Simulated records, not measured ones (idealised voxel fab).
Module name: voxel double patterning (process module)
Displayed cross-section: cut, width of 175 nm, square cells sized 5 nm.
Square cells in a grid make up a cross-section in this document, and the grid is given as bands, listed from the top down, each one or more rows of cells. Top height, bottom height, nm. Materials left to right, width each, nm. Single material + "full width" = fills band edge to edge. "empty" = empty. Height datum 0, below which the as-received substrate wafer is one material. Lowest band open at the bottom, running downward: "0 -> down". Read "30->40" as a graded width: first number on top, second number at the bottom, same change between each pair of neighbouring rows. Basically "everything unchanged" means that step didn't change any cell in the cross-section. Voids not open to the top, 8 cells minimum: see "Trapped voids". Written width x height at distance; distance is from the left edge; nm. The remark found on a step's line after its settings is issued by the simulator itself and pertains to that step. A step line may carry the setting "overlay nm", which, for steps involving a mask, states the distance by which the mask lay to the right of its intended position; negative values denote displacement to the left.
-- Planned step list for the process
| 1 | RECEIVE (material Si) |
| 2 | CONFORMAL_DEP (material SiO2; thk nm 10) |
| 3 | DIRECTIONAL_DEP (material TiN; thk nm 20) |
| 4 | DIRECTIONAL_DEP (material SiCN; thk nm 5) |
| 5 | PATTERN (tone open; mask id FIRST; material resist; width nm 15; pitch nm 50; thk nm 15; overlay nm 0) |
| 6 | DIRECTIONAL_ETCH (etch materials SiCN; depth nm 5) |
| 7 | STRIP (etch materials resist) |
| 8 | PATTERN (tone open; mask id SECOND; material resist; width nm 15; thk nm 15; overlay nm 0) |
| 9 | DIRECTIONAL_ETCH (etch materials SiCN; depth nm 5) |
| 10 | STRIP (etch materials resist) |
| 11 | DIRECTIONAL_ETCH (etch materials TiN; depth nm 20) |
| 12 | STRIP (etch materials SiCN) |
Split variable: width nm, step 5. Plan value = first wafer. Wafers start alike.
-- Sectional view: first of several wafers, as received, after step 1
	0 -> down: Si full width
	Trapped voids: none
-- For your reference, the table is organized with a row per wafer; each row reflects the wafer at the end of the module, indicating for each material the cells gained (+) or lost (-) since receipt, and thereafter its closed voids
width nm 15; +70 SiO2; +104 TiN; Trapped voids: none
width nm 20; +70 SiO2; +96 TiN; Trapped voids: none
width nm 25; +70 SiO2; +88 TiN; Trapped voids: none
width nm 30; +70 SiO2; +80 TiN; Trapped voids: none
